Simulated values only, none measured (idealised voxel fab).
process module | voxel local oxidation
cross-section cut | 295 nm wide | cells 5 nm
A cross-section is a grid of square cells, given in bands from the top down. A band is one or more rows of cells.
Each band's line starts with the height of the band's top and of its bottom, in nm. Then come its materials from left to right, each with its width in nm. One material with "throughout" fills the band from edge to edge. "air" is empty space.
Height 0 is the level under which the wafer as received is all one material. The lowest band goes on downwards, as in "0 down".
A width such as "30 to 40" changes by the same amount from each row of cells to the next, from the band's top row to its bottom row.
"no change" after a step means that no cell of the cross-section changed.
closed voids: empty space of 8 cells or more with no open way to the top, each as width x height at its distance from the left edge, in nm
after a step's settings: what the simulator itself notes on the step
overlay nm, on a step with a mask: how far to the right of its planned place the mask lay; to the left if negative
plan
1 op RECEIVE | material Si
2 op CONFORMAL_DEP | material SiO2 | thk nm 5
3 op CONFORMAL_DEP | material SiN | thk nm 15
4 op PATTERN | tone cover | mask id ACTIVE | material resist | width nm 120 | thk nm 15 | overlay nm 0
5 op DIRECTIONAL_ETCH | etch materials SiN | depth nm 15
6 op STRIP | etch materials resist
7 op SELECTIVE_ETCH | etch materials SiO2 | depth nm 5
8 op OXIDIZE | depth nm 10
9 op STRIP | etch materials SiN
first wafer, as planned
as received, after step 1
  0 down: Si throughout
  closed voids: none
after step 2
  5 to 0: SiO2 throughout
  below 0: unchanged
after step 3
  20 to 5: SiN throughout
  below 5: unchanged
after step 4
  35 to 20: air 85 | resist 120 | air 90
  below 20: unchanged
after step 5
  35 to 20: air 85 | resist 120 | air 90
  20 to 5: air 85 | SiN 120 | air 90
  below 5: unchanged
after step 6
  20 to 5: air 85 | SiN 120 | air 90
  below 5: unchanged
after step 7
  20 to 5: air 85 | SiN 120 | air 90
  5 to 0: air 90 | SiO2 110 | air 95
  below 0: unchanged
after step 8
  20 to 5: air 85 | SiN 120 | air 90
  5 to 0: air 90 | SiO2 110 | air 95
  0 to -10: SiO2 100 | Si 90 | SiO2 105
  below -10: unchanged
after step 9
  5 to 0: air 90 | SiO2 110 | air 95
  below 0: unchanged
second wafer: like start, like plan, one mistake. Through step 7 it matches the first wafer
when step 8 should have ended
  20 to 5: air 85 | SiN 120 | air 90
  5 to 0: air 90 | SiO2 110 | air 95
  0 to -10: SiO2 100 | Si 90 | SiO2 105
  below -10: unchanged
when step 9 should have ended
  5 to 0: air 90 | SiO2 110 | air 95
  below 0: unchanged
what went wrong: step 8 was run twice
at the end the two cross-sections are the same: no effect in what this model computes
